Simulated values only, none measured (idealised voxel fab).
Proc. module: voxel air gaps
Square cells of 5 nm make up the cross-section cut, whose width is 295 nm.
A cross-section in this document is a grid of square cells, and it is written down as bands, the top band listed before the ones below it; a band is made up of one or more rows of cells. Read a band's entry like this: the first values are the height of its top and the height of its bottom in nm, and what follows is the sequence of materials from left to right, each with its width in nm. Note that "blank" is empty space, and that a single material marked "all across" reaches across the band from edge to edge. A quick word on heights: they are counted from 0, and under that level the wafer as it came to us is one material throughout. The lowest band is different from the rest in having no bottom; it simply continues downward, written as in "0 -> down". A two-number width, for instance "30..40", indicates that the width is equal to the first number in the top row of the band and to the second number in the bottom row, and that it changes by a constant amount per row of cells. Reading "remains unaltered" for a step: not a cell of the cross-section changed in it. For the entry "Fully sealed cavities", the listed items are empty spaces with no open way to the top whose size is 8 cells or more; each item follows the pattern width x height at distance, where distance is from the left edge and all three are in nm. Read whatever lies past the settings on a step's line as the simulator's own remark about the step. The line of a step may include "overlay nm". On a step with a mask, this value is how far to the right of its planned place the mask lay. A negative value means the mask lay to the left.
Below is the list of planned process steps:
| 1 | RECEIVE: material Si |
| 2 | CONFORMAL_DEP: material SiO2, thk nm 10 |
| 3 | CONFORMAL_DEP: material SiCN, thk nm 5 |
| 4 | DIRECTIONAL_DEP: material SiO2, thk nm 40 |
| 5 | DIRECTIONAL_DEP: material aC, thk nm 15 |
| 6 | PATTERN: tone open, mask id LINES, material resist, width nm 25, pitch nm 50, thk nm 30, overlay nm 0 |
| 7 | DIRECTIONAL_ETCH: etch materials aC, depth nm 15 |
| 8 | STRIP: etch materials resist |
| 9 | DIRECTIONAL_ETCH: etch materials SiO2, depth nm 40 |
| 10 | STRIP: etch materials aC |
| 11 | CONFORMAL_DEP: material TiN, thk nm 5 |
| 12 | FILL_DEP: material Cu, thk nm 10 |
| 13 | CMP: height nm 55 |
| 14 | EPI: material Ru, thk nm 10 |
| 15 | SELECTIVE_ETCH: etch materials SiO2, depth nm 50 |
| 16 | CONFORMAL_DEP: material SiCN, thk nm 5 |
First wafer out of two, processed as planned:
Cross-section of the incoming wafer, state after step 1:
  0 -> down: Si all across
  Fully sealed cavities: none
The following cross-section depicts the wafer upon completion of step 2:
  10 -> 0: SiO2 all across
  Under the height 0 nothing was changed.
The following cross-section depicts the wafer upon completion of step 3:
  15 -> 10: SiCN all across
  Under the height 10 nothing was changed.
The following cross-section depicts the wafer upon completion of step 4:
  55 -> 15: SiO2 all across
  Under the height 15 nothing was changed.
The following cross-section depicts the wafer upon completion of step 5:
  70 -> 55: aC all across
  Under the height 55 nothing was changed.
The following cross-section depicts the wafer upon completion of step 6:
  100 -> 70: resist: 60 | blank: 25 | resist: 25 | blank: 25 | resist: 25 | blank: 25 | resist: 25 | blank: 25 | resist: 60
  Under the height 70 nothing was changed.
The following cross-section depicts the wafer upon completion of step 7:
  85 -> 70: resist: 60 | blank: 25 | resist: 25 | blank: 25 | resist: 25 | blank: 25 | resist: 25 | blank: 25 | resist: 60
  70 -> 55: aC: 60 | blank: 25 | aC: 25 | blank: 25 | aC: 25 | blank: 25 | aC: 25 | blank: 25 | aC: 60
  Under the height 55 nothing was changed.
The following cross-section depicts the wafer upon completion of step 8:
  70 -> 55: aC: 60 | blank: 25 | aC: 25 | blank: 25 | aC: 25 | blank: 25 | aC: 25 | blank: 25 | aC: 60
  Under the height 55 nothing was changed.
The following cross-section depicts the wafer upon completion of step 9:
  70 -> 55: aC: 60 | blank: 25 | aC: 25 | blank: 25 | aC: 25 | blank: 25 | aC: 25 | blank: 25 | aC: 60
  55 -> 15: SiO2: 60 | blank: 25 | SiO2: 25 | blank: 25 | SiO2: 25 | blank: 25 | SiO2: 25 | blank: 25 | SiO2: 60
  Under the height 15 nothing was changed.
The following cross-section depicts the wafer upon completion of step 10:
  55 -> 15: SiO2: 60 | blank: 25 | SiO2: 25 | blank: 25 | SiO2: 25 | blank: 25 | SiO2: 25 | blank: 25 | SiO2: 60
  Under the height 15 nothing was changed.
The following cross-section depicts the wafer upon completion of step 11:
  60 -> 55: TiN: 65 | blank: 15 | TiN: 35 | blank: 15 | TiN: 35 | blank: 15 | TiN: 35 | blank: 15 | TiN: 65
  55 -> 20: SiO2: 60 | TiN: 5 | blank: 15 | TiN: 5 | SiO2: 25 | TiN: 5 | blank: 15 | TiN: 5 | SiO2: 25 | TiN: 5 | blank: 15 | TiN: 5 | SiO2: 25 | TiN: 5 | blank: 15 | TiN: 5 | SiO2: 60
  20 -> 15: SiO2: 60 | TiN: 25 | SiO2: 25 | TiN: 25 | SiO2: 25 | TiN: 25 | SiO2: 25 | TiN: 25 | SiO2: 60
  Under the height 15 nothing was changed.
The following cross-section depicts the wafer upon completion of step 12:
  70 -> 60: Cu all across
  60 -> 55: TiN: 65 | Cu: 15 | TiN: 35 | Cu: 15 | TiN: 35 | Cu: 15 | TiN: 35 | Cu: 15 | TiN: 65
  55 -> 20: SiO2: 60 | TiN: 5 | Cu: 15 | TiN: 5 | SiO2: 25 | TiN: 5 | Cu: 15 | TiN: 5 | SiO2: 25 | TiN: 5 | Cu: 15 | TiN: 5 | SiO2: 25 | TiN: 5 | Cu: 15 | TiN: 5 | SiO2: 60
  Under the height 20 nothing was changed.
The following cross-section depicts the wafer upon completion of step 13:
  55 -> 20: SiO2: 60 | TiN: 5 | Cu: 15 | TiN: 5 | SiO2: 25 | TiN: 5 | Cu: 15 | TiN: 5 | SiO2: 25 | TiN: 5 | Cu: 15 | TiN: 5 | SiO2: 25 | TiN: 5 | Cu: 15 | TiN: 5 | SiO2: 60
  Under the height 20 nothing was changed.
The following cross-section depicts the wafer upon completion of step 14:
  65 -> 55: blank: 50 | Ru: 45 | blank: 5 | Ru: 45 | blank: 5 | Ru: 45 | blank: 5 | Ru: 45 | blank: 50
  Under the height 55 nothing was changed.
The following cross-section depicts the wafer upon completion of step 15:
  65 -> 55: blank: 50 | Ru: 45 | blank: 5 | Ru: 45 | blank: 5 | Ru: 45 | blank: 5 | Ru: 45 | blank: 50
  55 -> 20: blank: 60 | TiN: 5 | Cu: 15 | TiN: 5 | blank: 25 | TiN: 5 | Cu: 15 | TiN: 5 | blank: 25 | TiN: 5 | Cu: 15 | TiN: 5 | blank: 25 | TiN: 5 | Cu: 15 | TiN: 5 | blank: 60
  20 -> 15: blank: 60 | TiN: 25 | blank: 25 | TiN: 25 | blank: 25 | TiN: 25 | blank: 25 | TiN: 25 | blank: 60
  Under the height 15 nothing was changed.
The following cross-section depicts the wafer upon completion of step 16:
  70 -> 65: blank: 45 | SiCN: 205 | blank: 45
  65 -> 55: blank: 45 | SiCN: 5 | Ru: 45 | SiCN: 5 | Ru: 45 | SiCN: 5 | Ru: 45 | SiCN: 5 | Ru: 45 | SiCN: 5 | blank: 45
  55 -> 50: blank: 45 | SiCN: 15 | TiN: 5 | Cu: 15 | TiN: 5 | SiCN: 25 | TiN: 5 | Cu: 15 | TiN: 5 | SiCN: 25 | TiN: 5 | Cu: 15 | TiN: 5 | SiCN: 25 | TiN: 5 | Cu: 15 | TiN: 5 | SiCN: 15 | blank: 45
  50 -> 20: blank: 55 | SiCN: 5 | TiN: 5 | Cu: 15 | TiN: 5 | SiCN: 5 | blank: 15 | SiCN: 5 | TiN: 5 | Cu: 15 | TiN: 5 | SiCN: 5 | blank: 15 | SiCN: 5 | TiN: 5 | Cu: 15 | TiN: 5 | SiCN: 5 | blank: 15 | SiCN: 5 | TiN: 5 | Cu: 15 | TiN: 5 | SiCN: 5 | blank: 55
  20 -> 15: SiCN: 60 | TiN: 25 | SiCN: 25 | TiN: 25 | SiCN: 25 | TiN: 25 | SiCN: 25 | TiN: 25 | SiCN: 60
  Under the height 15 nothing was changed.
  Fully sealed cavities: 15 x 30 at 90; 15 x 30 at 140; 15 x 30 at 190
Second wafer. Start and plan as for the first. One mistake made in running. Agrees with the first up to and including step 5:
Here is the second wafer in cross-section at the point where step 6 of the plan should have been done:
  100 -> 70: resist: 55 | blank: 25 | resist: 25 | blank: 25 | resist: 25 | blank: 25 | resist: 25 | blank: 25 | resist: 65
  Under the height 70 nothing was changed.
Here is the second wafer in cross-section at the point where step 7 of the plan should have been done:
  85 -> 70: resist: 55 | blank: 25 | resist: 25 | blank: 25 | resist: 25 | blank: 25 | resist: 25 | blank: 25 | resist: 65
  70 -> 55: aC: 55 | blank: 25 | aC: 25 | blank: 25 | aC: 25 | blank: 25 | aC: 25 | blank: 25 | aC: 65
  Under the height 55 nothing was changed.
Here is the second wafer in cross-section at the point where step 8 of the plan should have been done:
  70 -> 55: aC: 55 | blank: 25 | aC: 25 | blank: 25 | aC: 25 | blank: 25 | aC: 25 | blank: 25 | aC: 65
  Under the height 55 nothing was changed.
Here is the second wafer in cross-section at the point where step 9 of the plan should have been done:
  70 -> 55: aC: 55 | blank: 25 | aC: 25 | blank: 25 | aC: 25 | blank: 25 | aC: 25 | blank: 25 | aC: 65
  55 -> 15: SiO2: 55 | blank: 25 | SiO2: 25 | blank: 25 | SiO2: 25 | blank: 25 | SiO2: 25 | blank: 25 | SiO2: 65
  Under the height 15 nothing was changed.
Here is the second wafer in cross-section at the point where step 10 of the plan should have been done:
  55 -> 15: SiO2: 55 | blank: 25 | SiO2: 25 | blank: 25 | SiO2: 25 | blank: 25 | SiO2: 25 | blank: 25 | SiO2: 65
  Under the height 15 nothing was changed.
Here is the second wafer in cross-section at the point where step 11 of the plan should have been done:
  60 -> 55: TiN: 60 | blank: 15 | TiN: 35 | blank: 15 | TiN: 35 | blank: 15 | TiN: 35 | blank: 15 | TiN: 70
  55 -> 20: SiO2: 55 | TiN: 5 | blank: 15 | TiN: 5 | SiO2: 25 | TiN: 5 | blank: 15 | TiN: 5 | SiO2: 25 | TiN: 5 | blank: 15 | TiN: 5 | SiO2: 25 | TiN: 5 | blank: 15 | TiN: 5 | SiO2: 65
  20 -> 15: SiO2: 55 | TiN: 25 | SiO2: 25 | TiN: 25 | SiO2: 25 | TiN: 25 | SiO2: 25 | TiN: 25 | SiO2: 65
  Under the height 15 nothing was changed.
Here is the second wafer in cross-section at the point where step 12 of the plan should have been done:
  70 -> 60: Cu all across
  60 -> 55: TiN: 60 | Cu: 15 | TiN: 35 | Cu: 15 | TiN: 35 | Cu: 15 | TiN: 35 | Cu: 15 | TiN: 70
  55 -> 20: SiO2: 55 | TiN: 5 | Cu: 15 | TiN: 5 | SiO2: 25 | TiN: 5 | Cu: 15 | TiN: 5 | SiO2: 25 | TiN: 5 | Cu: 15 | TiN: 5 | SiO2: 25 | TiN: 5 | Cu: 15 | TiN: 5 | SiO2: 65
  Under the height 20 nothing was changed.
Here is the second wafer in cross-section at the point where step 13 of the plan should have been done:
  55 -> 20: SiO2: 55 | TiN: 5 | Cu: 15 | TiN: 5 | SiO2: 25 | TiN: 5 | Cu: 15 | TiN: 5 | SiO2: 25 | TiN: 5 | Cu: 15 | TiN: 5 | SiO2: 25 | TiN: 5 | Cu: 15 | TiN: 5 | SiO2: 65
  Under the height 20 nothing was changed.
Here is the second wafer in cross-section at the point where step 14 of the plan should have been done:
  65 -> 55: blank: 45 | Ru: 45 | blank: 5 | Ru: 45 | blank: 5 | Ru: 45 | blank: 5 | Ru: 45 | blank: 55
  Under the height 55 nothing was changed.
Here is the second wafer in cross-section at the point where step 15 of the plan should have been done:
  65 -> 55: blank: 45 | Ru: 45 | blank: 5 | Ru: 45 | blank: 5 | Ru: 45 | blank: 5 | Ru: 45 | blank: 55
  55 -> 20: blank: 55 | TiN: 5 | Cu: 15 | TiN: 5 | blank: 25 | TiN: 5 | Cu: 15 | TiN: 5 | blank: 25 | TiN: 5 | Cu: 15 | TiN: 5 | blank: 25 | TiN: 5 | Cu: 15 | TiN: 5 | blank: 65
  20 -> 15: blank: 55 | TiN: 25 | blank: 25 | TiN: 25 | blank: 25 | TiN: 25 | blank: 25 | TiN: 25 | blank: 65
  Under the height 15 nothing was changed.
Here is the second wafer in cross-section at the point where step 16 of the plan should have been done:
  70 -> 65: blank: 40 | SiCN: 205 | blank: 50
  65 -> 55: blank: 40 | SiCN: 5 | Ru: 45 | SiCN: 5 | Ru: 45 | SiCN: 5 | Ru: 45 | SiCN: 5 | Ru: 45 | SiCN: 5 | blank: 50
  55 -> 50: blank: 40 | SiCN: 15 | TiN: 5 | Cu: 15 | TiN: 5 | SiCN: 25 | TiN: 5 | Cu: 15 | TiN: 5 | SiCN: 25 | TiN: 5 | Cu: 15 | TiN: 5 | SiCN: 25 | TiN: 5 | Cu: 15 | TiN: 5 | SiCN: 15 | blank: 50
  50 -> 20: blank: 50 | SiCN: 5 | TiN: 5 | Cu: 15 | TiN: 5 | SiCN: 5 | blank: 15 | SiCN: 5 | TiN: 5 | Cu: 15 | TiN: 5 | SiCN: 5 | blank: 15 | SiCN: 5 | TiN: 5 | Cu: 15 | TiN: 5 | SiCN: 5 | blank: 15 | SiCN: 5 | TiN: 5 | Cu: 15 | TiN: 5 | SiCN: 5 | blank: 60
  20 -> 15: SiCN: 55 | TiN: 25 | SiCN: 25 | TiN: 25 | SiCN: 25 | TiN: 25 | SiCN: 25 | TiN: 25 | SiCN: 65
  Under the height 15 nothing was changed.
  Fully sealed cavities: 15 x 30 at 85; 15 x 30 at 135; 15 x 30 at 185
It is concluded that the wafer was processed incorrectly with respect to the plan, in that not per plan at step 6, really ran PATTERN: tone open, mask id LINES, material resist, width nm 25, pitch nm 50, thk nm 30, overlay nm -5
Final state: per-material cell counts identical on both wafers; locations differ.
